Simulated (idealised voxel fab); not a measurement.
Presented below is a process module, voxel spacer lines.
It is cross-section cut that appears here, measuring 300 nm in width, its square cells being 5 nm in size.
In what follows, cross-sections appear as grids of square cells, described through bands that run from the top down, where every band is one or more rows of cells. Within each band entry, the heights of the top and of the bottom of the band appear first, in that order and in nm; the materials of the band then follow from left to right, each with its corresponding width in nm. The designation "edge to edge" on a single material indicates that it fills the band from edge to edge; the designation "blank" indicates empty space. Heads up on the height convention: 0 is the point under which the incoming wafer is all one material, and the lowest band has no bottom, it just keeps going down, like "0 down". So if you see something like "30->40" for the width, read it as the top row of the band sitting at the first number and the bottom row at the second, with every row in between moving by the same amount as the last. Key: "nothing got changed" - step with no changed cell in the cross-section. For the entry "Sealed-off cavities", the listed items are empty spaces with no open way to the top whose size is 8 cells or more; each item follows the pattern width x height at distance, where distance is from the left edge and all three are in nm. Whatever follows a step's settings on its line is a remark the simulator itself makes about that step. For masked steps, "overlay nm" on the step line gives how far right of plan the mask actually lay; a minus sign means it lay to the left.

## Process steps foreseen in the plan
step 1: RECEIVE (material Si)
step 2: CONFORMAL_DEP (material Al2O3; thk nm 10)
step 3: DIRECTIONAL_DEP (material TiN; thk nm 15)
step 4: DIRECTIONAL_DEP (material aC; thk nm 30)
step 5: PATTERN (tone cover; mask id MANDREL; material resist; width nm 20; pitch nm 60; thk nm 35; overlay nm 0)
step 6: DIRECTIONAL_ETCH (etch materials aC; depth nm 30)
step 7: STRIP (etch materials resist)
step 8: CONFORMAL_DEP (material SiO2; thk nm 10)
step 9: DIRECTIONAL_ETCH (etch materials SiO2; depth nm 10)
step 10: STRIP (etch materials aC)
step 11: DIRECTIONAL_ETCH (etch materials TiN; depth nm 15)
step 12: STRIP (etch materials SiO2)

## Cross-section: wafer on arrival = after step 1
* 0 down = Si edge to edge
* Sealed-off cavities: none

## Cross-section taken at module completion on the first of two wafers; processed per the plan
* 25 to 10 = blank: 70 | TiN: 10 | blank: 20 | TiN: 10 | blank: 20 | TiN: 10 | blank: 20 | TiN: 10 | blank: 20 | TiN: 10 | blank: 20 | TiN: 10 | blank: 70
* 10 to 0 = Al2O3 edge to edge
* 0 down = Si edge to edge
* Sealed-off cavities: none

## Wafer two, sectioned after the module: the first wafer's start, the first wafer's plan, and one mistake in how it was run
* 40 to 10 = aC edge to edge
* 10 to 0 = Al2O3 edge to edge
* 0 down = Si edge to edge
* Sealed-off cavities: none
Where did the run depart from the plan? plan vs actual: 3 and 4 interchanged
The final cell counts differ between the wafers, with the second having more or fewer of some materials than the first: TiN: 36 fewer | aC: 360 more
